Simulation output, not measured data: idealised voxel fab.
process module | voxel self aligned contacts
cross-section cut | 255 nm wide | cells 5 nm
A cross-section is a grid of square cells, given in bands from the top down. A band is one or more rows of cells.
Each band's line starts with the height of the band's top and of its bottom, in nm. Then come its materials from left to right, each with its width in nm. One material with "throughout" fills the band from edge to edge. "air" is empty space.
Height 0 is the level under which the wafer as received is all one material. The lowest band goes on downwards, as in "0 down".
A width such as "30 to 40" changes by the same amount from each row of cells to the next, from the band's top row to its bottom row.
"no change" after a step means that no cell of the cross-section changed.
closed voids: empty space of 8 cells or more with no open way to the top, each as width x height at its distance from the left edge, in nm
after a step's settings: what the simulator itself notes on the step
overlay nm, on a step with a mask: how far to the right of its planned place the mask lay; to the left if negative
plan
1 op RECEIVE | material Si
2 op CONFORMAL_DEP | material SiO2 | thk nm 5
3 op DIRECTIONAL_DEP | material polySi | thk nm 30
4 op DIRECTIONAL_DEP | material SiN | thk nm 20
5 op MASKED_ETCH | tone cover | mask id GATE | width nm 35 | pitch nm 80 | etch materials SiN | depth nm 20 | overlay nm 0
6 op MASKED_ETCH | tone cover | mask id GATE | width nm 35 | pitch nm 80 | etch materials polySi | depth nm 30 | overlay nm 0
7 op CONFORMAL_DEP | material SiN | thk nm 10
8 op DIRECTIONAL_ETCH | etch materials SiN | depth nm 10
9 op FILL_DEP | material SiO2 | thk nm 15
10 op CMP | height nm 65
11 op PATTERN | tone open | mask id CONTACT | material resist | width nm 65 | thk nm 20 | overlay nm 0
12 op DIRECTIONAL_ETCH | etch materials SiO2 | depth nm 65
13 op STRIP | etch materials resist
14 op CONFORMAL_DEP | material TiN | thk nm 5
15 op FILL_DEP | material Ru | thk nm 5
16 op CMP | height nm 65
17 op CONFORMAL_DEP | material SiCN | thk nm 5
as received, after step 1
  0 down: Si throughout
  closed voids: none
first wafer at the end, as planned
  70 to 65: SiCN throughout
  65 to 55: SiO2 95 | TiN 5 to 25 | Ru 55 to 15 | TiN 5 to 25 | SiO2 95
  55 to 35: SiO2 60 | SiN 55 | TiN 5 | Ru 15 | TiN 5 | SiN 55 | SiO2 60
  35 to 5: SiO2 60 | SiN 10 | polySi 35 | SiN 10 | TiN 5 | Ru 15 | TiN 5 | SiN 10 | polySi 35 | SiN 10 | SiO2 60
  5 to 0: SiO2 115 | TiN 25 | SiO2 115
  0 down: Si throughout
  closed voids: none
second wafer at the end: like start, like plan, one mistake
  70 to 65: SiCN throughout
  65 to 55: SiO2 95 | TiN 5 | Ru 55 | TiN 5 | SiO2 95
  55 to 50: SiO2 95 | TiN 25 | Ru 15 | TiN 25 | SiO2 95
  50 to 30: SiO2 60 | SiN 55 | TiN 5 | Ru 15 | TiN 5 | SiN 55 | SiO2 60
  30 to 5: SiO2 60 | SiN 10 | polySi 35 | SiN 10 | TiN 5 | Ru 15 | TiN 5 | SiN 10 | polySi 35 | SiN 10 | SiO2 60
  5 to 0: SiO2 60 | SiN 10 | polySi 35 | SiN 10 | TiN 25 | SiN 10 | polySi 35 | SiN 10 | SiO2 60
  0 down: Si throughout
  closed voids: none
what went wrong: step 2 was left out
at the end the second wafer has, in cells: 8 more of Ru | 8 fewer of SiO2
